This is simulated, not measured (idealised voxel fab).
The following is a process module called voxel self aligned contacts.
It is cross-section cut that appears here, measuring 185 nm in width, its square cells being 5 nm in size.
Each cross-section below is a grid of square cells, stated as bands in top-down order, with one or more rows of cells making up each band. A band entry consists of two parts. The first gives the height of the band's top and the height of its bottom, in nm. The rest lists the band's materials from left to right, each with its width in nm. A single material labelled with the word "everywhere" fills the band from edge to edge, and the word "empty" marks empty space. Counting heights begins at 0, where everything beneath is, in the wafer as received, one material. The lowest band has no bottom; it goes on downwards, as "from 0 down" shows. Top row gets the first number, bottom row gets the second, and each row in between changes by the same step: that is how a band width like "30->40" works. Step note "stayed the same" = no cross-section cell changed. "Fully closed voids" - sealed voids, min. 8 cells, no opening to top; format: width x height at distance (distance from left edge; nm throughout). It should be noted that, on the line of a given step, the content following the step's settings is a remark produced by the simulator itself with respect to that step. overlay nm: right-of-plan distance of the mask on a masked step; negative values mean left-of-plan.

[Set out below are the planned steps of the process]
1. RECEIVE | material Si
2. OXIDIZE | depth nm 5
3. DIRECTIONAL_DEP | material polySi | thk nm 25
4. DIRECTIONAL_DEP | material SiN | thk nm 25
5. DIRECTIONAL_DEP | material aC | thk nm 10
6. PATTERN | tone cover | mask id GATE | material resist | width nm 25 | pitch nm 65 | thk nm 30 | overlay nm 0
7. DIRECTIONAL_ETCH | etch materials aC | depth nm 10
8. STRIP | etch materials resist
9. DIRECTIONAL_ETCH | etch materials SiN | depth nm 25
10. DIRECTIONAL_ETCH | etch materials polySi | depth nm 25
11. STRIP | etch materials aC
12. CONFORMAL_DEP | material SiN | thk nm 10
13. DIRECTIONAL_ETCH | etch materials SiN | depth nm 10
14. FILL_DEP | material SiO2 | thk nm 20
15. CMP | height nm 60
16. MASKED_ETCH | tone open | mask id CONTACT | width nm 50 | pitch nm 65 | etch materials SiO2 | depth nm 65 | overlay nm 0
17. CONFORMAL_DEP | material TiN | thk nm 5
18. FILL_DEP | material W | thk nm 5
19. CMP | height nm 60
20. CONFORMAL_DEP | material SiCN | thk nm 5

[Wafer cross-section on receipt, i.e. after step 1]
    from 0 down = Si everywhere
    Fully closed voids: none

[Run as planned - first of the two wafers cross-sectioned at the end of the module]
    from 65 to 60 = SiCN everywhere
    from 60 to 50 = 35 nm SiO2  5->20 nm TiN  40->10 nm W  5->20 nm TiN  15 nm SiO2  5->20 nm TiN  40->10 nm W  5->20 nm TiN  35 nm SiO2
    from 50 to 25 = 5 nm SiO2  45 nm SiN  5 nm TiN  10 nm W  5 nm TiN  45 nm SiN  5 nm TiN  10 nm W  5 nm TiN  45 nm SiN  5 nm SiO2
    from 25 to 0 = 5 nm SiO2  10 nm SiN  25 nm polySi  10 nm SiN  5 nm TiN  10 nm W  5 nm TiN  10 nm SiN  25 nm polySi  10 nm SiN  5 nm TiN  10 nm W  5 nm TiN  10 nm SiN  25 nm polySi  10 nm SiN  5 nm SiO2
    from 0 to -5 = 50 nm SiO2  20 nm TiN  45 nm SiO2  20 nm TiN  50 nm SiO2
    from -5 down = Si everywhere
    Fully closed voids: none

[Wafer two cross-section, module end. Start and plan unchanged from wafer one; one mistake made during the run]
    from 65 to 60 = SiCN everywhere
    from 60 to 55 = 5 nm SiO2  45 nm SiN  5 nm TiN  10 nm W  5 nm TiN  45 nm SiN  5 nm TiN  10 nm W  5 nm TiN  45 nm SiN  5 nm SiO2
    from 55 to 50 = 5 nm SiO2  45 nm SiN  20 nm TiN  45 nm SiN  20 nm TiN  45 nm SiN  5 nm SiO2
    from 50 to 25 = SiN everywhere
    from 25 to 0 = polySi everywhere
    from 0 to -5 = SiO2 everywhere
    from -5 down = Si everywhere
    Fully closed voids: none
Heads up, the wafer didn't run the way we planned it: step 4 of the plan was performed twice
Heads up, by the end the second wafer has more or fewer cells of some materials compared to the first: SiN +44, SiO2 -42, TiN -56, W -56, polySi +110
